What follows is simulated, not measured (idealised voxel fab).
Process module under the name voxel double patterning
For reference, the cross-section in this document is cut, with width 220 nm and square cells of 5 nm.
Notation: cross-section as square-cell grid; stated in bands, top first, going down; one or more cell rows per band. Quick guide to a band line: top height, bottom height (nm) up front; then every material left to right with its width in nm. Only one material and it's marked "edge to edge"? Then it fills the band edge to edge. And "air" just means empty space. Heights are reckoned from 0. Under this level, the received wafer is all of one material. The bottommost band is open-ended downward, for example "0 and below". You'd read "30..40" like this: the band's top row of cells is as wide as the first number, its bottom row is as wide as the second, and going down, every row changes width by the same amount as the row before did. Given "left unchanged" for a step, no cell of the cross-section differs between before and after that step. "Closed void register" - sealed voids, min. 8 cells, no opening to top; format: width x height at distance (distance from left edge; nm throughout). On a step's line, text after the settings is the simulator commenting on that step. "overlay nm", when on a step's line for a step with a mask, measures how far to the right of its planned place the mask lay; a negative measure means to the left.
LISTED BELOW ARE THE PROCESS STEPS AS PLANNED
1,RECEIVE | material Si
2,CONFORMAL_DEP | material SiO2 | thk nm 5
3,DIRECTIONAL_DEP | material TiN | thk nm 10
4,DIRECTIONAL_DEP | material SiCN | thk nm 5
5,DIRECTIONAL_DEP | material aC | thk nm 10
6,PATTERN | tone open | mask id FIRST | material resist | width nm 15 | pitch nm 50 | thk nm 25 | overlay nm 0
7,DIRECTIONAL_ETCH | etch materials aC | depth nm 10
8,STRIP | etch materials resist
9,DIRECTIONAL_ETCH | etch materials SiCN | depth nm 5
10,STRIP | etch materials aC
11,MASKED_ETCH | tone open | mask id SECOND | width nm 15 | pitch nm 50 | etch materials SiCN | depth nm 5 | overlay nm 0
12,DIRECTIONAL_ETCH | etch materials TiN | depth nm 10
13,STRIP | etch materials SiCN
OF TWO WAFERS, THE FIRST: RUN ACCORDING TO PLAN
AS RECEIVED, AFTER STEP 1
    0 and below = Si edge to edge
    Closed void register: none
HOW THE WAFER STANDS IN SECTION AFTER STEP 2
    5 down to 0 = SiO2 edge to edge
    Below 0, the layers are the same as they were.
HOW THE WAFER STANDS IN SECTION AFTER STEP 3
    15 down to 5 = TiN edge to edge
    Below 5, the layers are the same as they were.
HOW THE WAFER STANDS IN SECTION AFTER STEP 4
    20 down to 15 = SiCN edge to edge
    Below 15, the layers are the same as they were.
HOW THE WAFER STANDS IN SECTION AFTER STEP 5
    30 down to 20 = aC edge to edge
    Below 20, the layers are the same as they were.
HOW THE WAFER STANDS IN SECTION AFTER STEP 6
    55 down to 30 = resist=50; air=15; resist=35; air=15; resist=35; air=15; resist=55
    Below 30, the layers are the same as they were.
HOW THE WAFER STANDS IN SECTION AFTER STEP 7
    45 down to 30 = resist=50; air=15; resist=35; air=15; resist=35; air=15; resist=55
    30 down to 20 = aC=50; air=15; aC=35; air=15; aC=35; air=15; aC=55
    Below 20, the layers are the same as they were.
HOW THE WAFER STANDS IN SECTION AFTER STEP 8
    30 down to 20 = aC=50; air=15; aC=35; air=15; aC=35; air=15; aC=55
    Below 20, the layers are the same as they were.
HOW THE WAFER STANDS IN SECTION AFTER STEP 9
    30 down to 20 = aC=50; air=15; aC=35; air=15; aC=35; air=15; aC=55
    20 down to 15 = SiCN=50; air=15; SiCN=35; air=15; SiCN=35; air=15; SiCN=55
    Below 15, the layers are the same as they were.
HOW THE WAFER STANDS IN SECTION AFTER STEP 10
    20 down to 15 = SiCN=50; air=15; SiCN=35; air=15; SiCN=35; air=15; SiCN=55
    Below 15, the layers are the same as they were.
HOW THE WAFER STANDS IN SECTION AFTER STEP 11
    20 down to 15 = SiCN=50; air=15; SiCN=10; air=15; SiCN=10; air=15; SiCN=10; air=15; SiCN=10; air=15; SiCN=55
    Below 15, the layers are the same as they were.
HOW THE WAFER STANDS IN SECTION AFTER STEP 12
    20 down to 15 = SiCN=50; air=15; SiCN=10; air=15; SiCN=10; air=15; SiCN=10; air=15; SiCN=10; air=15; SiCN=55
    15 down to 5 = TiN=50; air=15; TiN=10; air=15; TiN=10; air=15; TiN=10; air=15; TiN=10; air=15; TiN=55
    Below 5, the layers are the same as they were.
HOW THE WAFER STANDS IN SECTION AFTER STEP 13
    15 down to 5 = TiN=50; air=15; TiN=10; air=15; TiN=10; air=15; TiN=10; air=15; TiN=10; air=15; TiN=55
    Below 5, the layers are the same as they were.
WAFER TWO: LIKE WAFER ONE IN START AND PLAN, BUT WITH ONE MISTAKE IN EXECUTION; IDENTICAL UP TO AND INCLUDING STEP 5
CROSS-SECTION OF THE SECOND WAFER CORRESPONDING TO THE PLANNED CONCLUSION OF STEP 6
    55 down to 30 = resist=50; air=20; resist=30; air=20; resist=30; air=20; resist=50
    Below 30, the layers are the same as they were.
CROSS-SECTION OF THE SECOND WAFER CORRESPONDING TO THE PLANNED CONCLUSION OF STEP 7
    45 down to 30 = resist=50; air=20; resist=30; air=20; resist=30; air=20; resist=50
    30 down to 20 = aC=50; air=20; aC=30; air=20; aC=30; air=20; aC=50
    Below 20, the layers are the same as they were.
CROSS-SECTION OF THE SECOND WAFER CORRESPONDING TO THE PLANNED CONCLUSION OF STEP 8
    30 down to 20 = aC=50; air=20; aC=30; air=20; aC=30; air=20; aC=50
    Below 20, the layers are the same as they were.
CROSS-SECTION OF THE SECOND WAFER CORRESPONDING TO THE PLANNED CONCLUSION OF STEP 9
    30 down to 20 = aC=50; air=20; aC=30; air=20; aC=30; air=20; aC=50
    20 down to 15 = SiCN=50; air=20; SiCN=30; air=20; SiCN=30; air=20; SiCN=50
    Below 15, the layers are the same as they were.
CROSS-SECTION OF THE SECOND WAFER CORRESPONDING TO THE PLANNED CONCLUSION OF STEP 10
    20 down to 15 = SiCN=50; air=20; SiCN=30; air=20; SiCN=30; air=20; SiCN=50
    Below 15, the layers are the same as they were.
CROSS-SECTION OF THE SECOND WAFER CORRESPONDING TO THE PLANNED CONCLUSION OF STEP 11
    20 down to 15 = SiCN=50; air=20; SiCN=5; air=15; SiCN=10; air=20; SiCN=5; air=15; SiCN=10; air=20; SiCN=50
    Below 15, the layers are the same as they were.
CROSS-SECTION OF THE SECOND WAFER CORRESPONDING TO THE PLANNED CONCLUSION OF STEP 12
    20 down to 15 = SiCN=50; air=20; SiCN=5; air=15; SiCN=10; air=20; SiCN=5; air=15; SiCN=10; air=20; SiCN=50
    15 down to 5 = TiN=50; air=20; TiN=5; air=15; TiN=10; air=20; TiN=5; air=15; TiN=10; air=20; TiN=50
    Below 5, the layers are the same as they were.
CROSS-SECTION OF THE SECOND WAFER CORRESPONDING TO THE PLANNED CONCLUSION OF STEP 13
    15 down to 5 = TiN=50; air=20; TiN=5; air=15; TiN=10; air=20; TiN=5; air=15; TiN=10; air=20; TiN=50
    Below 5, the layers are the same as they were.
Want to know what went wrong? step 6 off recipe, ran as PATTERN | tone open | mask id FIRST | material resist | width nm 20 | pitch nm 50 | thk nm 25 | overlay nm 0
Heads up, by the end the second wafer has more or fewer cells of some materials compared to the first: 6 fewer of TiN
